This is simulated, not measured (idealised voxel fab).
Herein follows the process module entitled voxel transistor to metal.
Displayed cross-section: cut, width of 170 nm, square cells sized 5 nm.
Notation: cross-section as square-cell grid; stated in bands, top first, going down; one or more cell rows per band. In this notation a band is specified by the heights of its top and bottom, in that order and in nm, after which its materials appear from left to right, each paired with its width in nm. The word "all across" attached to a single material means that material fills the band from edge to edge; the word "empty" stands for empty space. Convention: height 0 is the level below which the wafer, as received, is all one material. The lowest band does not terminate at the bottom but continues downward, represented as "top 0, no bottom". Width: "30->40" (first number = top row, second number = bottom row, same change from row to row of cells). "no alterations made", as given for a step, is the statement that not any cell of the cross-section underwent a change during that step. Basically, "Enclosed void inventory" tells you about the enclosed voids: empty spaces with no open way to the top, 8 cells or bigger, each written width x height at distance, where distance is from the left edge, all in nm. Whatever follows a step's settings on its line is a remark the simulator itself makes about that step. overlay nm: step with mask; distance mask lay right of planned place; negative value = left of planned place.
The following list gives the planned process steps:
- 1: RECEIVE with material Si
- 2: OXIDIZE with depth nm 5
- 3: CONFORMAL_DEP with material SiN, thk nm 10
- 4: DIRECTIONAL_DEP with material aC, thk nm 10
- 5: PATTERN with tone cover, mask id ACTIVE, material resist, width nm 105, thk nm 25, overlay nm 0
- 6: DIRECTIONAL_ETCH with etch materials aC, depth nm 10
- 7: STRIP with etch materials resist
- 8: DIRECTIONAL_ETCH with etch materials SiN, depth nm 10
- 9: DIRECTIONAL_ETCH with etch materials SiO2, depth nm 5
- 10: DIRECTIONAL_ETCH with etch materials Si, depth nm 30
- 11: STRIP with etch materials aC
- 12: FILL_DEP with material SiO2, thk nm 10
- 13: CMP with height nm 10
- 14: SELECTIVE_ETCH with etch materials SiO2, depth nm 10
- 15: STRIP with etch materials SiN
- 16: SELECTIVE_ETCH with etch materials SiO2, depth nm 5
- 17: OXIDIZE with depth nm 5
- 18: DIRECTIONAL_DEP with material polySi, thk nm 30
- 19: DIRECTIONAL_DEP with material SiCN, thk nm 15
- 20: DIRECTIONAL_DEP with material aC, thk nm 10
- 21: PATTERN with tone cover, mask id GATE, material resist, width nm 25, thk nm 25, overlay nm 0
- 22: DIRECTIONAL_ETCH with etch materials aC, depth nm 10
- 23: STRIP with etch materials resist
- 24: DIRECTIONAL_ETCH with etch materials SiCN, depth nm 25
- 25: DIRECTIONAL_ETCH with etch materials polySi, depth nm 40
- 26: STRIP with etch materials aC
- 27: CONFORMAL_DEP with material SiN, thk nm 10
- 28: DIRECTIONAL_ETCH with etch materials SiN, depth nm 10
- 29: DIRECTIONAL_ETCH with etch materials SiO2, depth nm 5
- 30: DIRECTIONAL_ETCH with etch materials Si, depth nm 5
- 31: EPI with material nSi, thk nm 5
- 32: FILL_DEP with material SiO2, thk nm 5
- 33: CMP with height nm 25
- 34: STRIP with etch materials polySi
- 35: SELECTIVE_ETCH with etch materials SiO2, depth nm 5
- 36: CONFORMAL_DEP with material HfO2, thk nm 5
- 37: CONFORMAL_DEP with material TiN, thk nm 5
- 38: FILL_DEP with material W, thk nm 5
- 39: CMP with height nm 20
- 40: DIRECTIONAL_DEP with material SiO2, thk nm 10
- 41: MASKED_ETCH with tone open, mask id CONTACT, width nm 20, pitch nm 75, etch materials SiO2, depth nm 40, overlay nm 0
- 42: CONFORMAL_DEP with material TiN, thk nm 5
- 43: FILL_DEP with material Ru, thk nm 10
- 44: CMP with height nm 30
- 45: CONFORMAL_DEP with material SiCN, thk nm 5
- 46: DIRECTIONAL_DEP with material SiO2, thk nm 25
- 47: DIRECTIONAL_DEP with material aC, thk nm 10
- 48: PATTERN with tone open, mask id METAL_1, material resist, width nm 20, pitch nm 75, thk nm 30, overlay nm 0
- 49: DIRECTIONAL_ETCH with etch materials aC, depth nm 10
- 50: STRIP with etch materials resist
- 51: DIRECTIONAL_ETCH with etch materials SiO2, depth nm 25
- 52: DIRECTIONAL_ETCH with etch materials SiCN, depth nm 5
- 53: STRIP with etch materials aC
- 54: CONFORMAL_DEP with material TiN, thk nm 5
- 55: FILL_DEP with material Cu, thk nm 5
- 56: CMP with height nm 60
- 57: CONFORMAL_DEP with material SiN, thk nm 5
Wafer as received: cross-section following step 1:
  top 0, no bottom  Si all across
  Enclosed void inventory: none
End-of-module cross-section. Starting structure and process plan as above; one mistake made in running it:
  top 65, bottom 60  SiN all across
  top 60, bottom 35  35 nm SiO2, 5 nm TiN, 10 nm Cu, 5 nm TiN, 55 nm SiO2, 5 nm TiN, 10 nm Cu, 5 nm TiN, 40 nm SiO2
  top 35, bottom 30  35 nm SiCN, 20 nm TiN, 55 nm SiCN, 20 nm TiN, 40 nm SiCN
  top 30, bottom 25  30 nm Ru, 5 nm TiN, 20 nm SiO2, 5 nm TiN, 45 nm Ru, 5 nm TiN, 20 nm SiO2, 5 nm TiN, 35 nm Ru
  top 25, bottom 20  30 nm Ru, 5 nm TiN, 20 nm SiO2, 55 nm TiN, 20 nm SiO2, 5 nm TiN, 35 nm Ru
  top 20, bottom 0  30 nm Ru, 5 nm TiN, 20 nm SiO2, 5 nm TiN, 10 nm SiN, 5 nm HfO2, 5 nm TiN, 5 nm W, 5 nm TiN, 5 nm HfO2, 10 nm SiN, 5 nm TiN, 20 nm SiO2, 5 nm TiN, 35 nm Ru
  top 0, bottom -5  30 nm Ru, 5 nm TiN, 20 nm SiO2, 5 nm TiN, 10 nm SiN, 5 nm HfO2, 15 nm TiN, 5 nm HfO2, 10 nm SiN, 5 nm TiN, 20 nm SiO2, 5 nm TiN, 35 nm Ru
  top -5, bottom -10  35 nm TiN, 20 nm SiO2, 5 nm nSi, 5 nm SiO2, 35 nm HfO2, 5 nm SiO2, 5 nm nSi, 20 nm SiO2, 40 nm TiN
  top -10, bottom -15  30 nm SiO2, 30 nm nSi, 45 nm Si, 30 nm nSi, 35 nm SiO2
  top -15, bottom -35  30 nm SiO2, 105 nm Si, 35 nm SiO2
  top -35, no bottom  Si all across
  Enclosed void inventory: none
what went wrong: contrary to plan, step 41 was performed as MASKED_ETCH with tone cover, mask id CONTACT, width nm 20, pitch nm 75, etch materials SiO2, depth nm 40, overlay nm 0
